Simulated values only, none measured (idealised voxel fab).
Process module heading - voxel plated lines
For reference, the cross-section in this document is cut, with width 265 nm and square cells of 5 nm.
Each cross-section below is a grid of square cells, stated as bands in top-down order, with one or more rows of cells making up each band. Top, bottom (nm), then materials left to right with widths (nm); lone material tagged "all across" fills the whole band edge to edge; "air" = empty space. Below 0: as-received wafer, all one material; heights counted from there. Lowest band: no bottom, goes on down, written "from 0 down". Think of "30->40" as a width that walks from the first number to the second as you go down the band, top row to bottom row, taking equal-sized steps from row to row. "remained the same" means the step left every cell of the cross-section as it was. "Enclosed empty spaces" lists enclosed empty spaces (at least 8 cells, no open path upward to the top), each as width x height at distance from the left edge, in nm. Where a step's line continues beyond its settings, the continuation is a remark by the simulator itself on that step. When a step includes a mask, the "overlay nm" setting on its line states how far to the right of its planned place that mask lay, and negative values state how far to the left.

## Here's what the planned process steps look like
1) RECEIVE,material Si
2) CONFORMAL_DEP,material SiO2,thk nm 15
3) DIRECTIONAL_DEP,material TiN,thk nm 5
4) PATTERN,tone open,mask id LINES,material resist,width nm 20,pitch nm 50,thk nm 20,overlay nm 0
5) EPI,material Ru,thk nm 5
6) STRIP,etch materials resist
7) DIRECTIONAL_ETCH,etch materials TiN,depth nm 5
8) CONFORMAL_DEP,material SiN,thk nm 10

## Wafer cross-section on receipt, i.e. after step 1
from 0 down = Si all across
Enclosed empty spaces: none

## End-of-module XS, first of two wafers, run as planned
from 35 to 25 = 35 nm air | 40 nm SiN | 10 nm air | 40 nm SiN | 10 nm air | 40 nm SiN | 10 nm air | 40 nm SiN | 40 nm air
from 25 to 20 = 45 nm SiN | 20 nm Ru | 30 nm SiN | 20 nm Ru | 30 nm SiN | 20 nm Ru | 30 nm SiN | 20 nm Ru | 50 nm SiN
from 20 to 15 = 45 nm SiN | 20 nm TiN | 30 nm SiN | 20 nm TiN | 30 nm SiN | 20 nm TiN | 30 nm SiN | 20 nm TiN | 50 nm SiN
from 15 to 0 = SiO2 all across
from 0 down = Si all across
Enclosed empty spaces: none

## Wafer two (of two), end-of-module cross-section: start = wafer one, plan = wafer one, one run mistake
from 50 to 40 = 35 nm air | 40 nm SiN | 10 nm air | 40 nm SiN | 10 nm air | 40 nm SiN | 10 nm air | 40 nm SiN | 40 nm air
from 40 to 35 = 45 nm SiN | 20 nm Ru | 30 nm SiN | 20 nm Ru | 30 nm SiN | 20 nm Ru | 30 nm SiN | 20 nm Ru | 50 nm SiN
from 35 to 30 = 45 nm SiN | 20 nm TiN | 30 nm SiN | 20 nm TiN | 30 nm SiN | 20 nm TiN | 30 nm SiN | 20 nm TiN | 50 nm SiN
from 30 to 0 = SiO2 all across
from 0 down = Si all across
Enclosed empty spaces: none
Plan not followed: step 2 of the plan was executed twice over
In the final state, the cell counts of the second wafer exceed or fall short of those of the first for the following materials: SiO2: 159 more
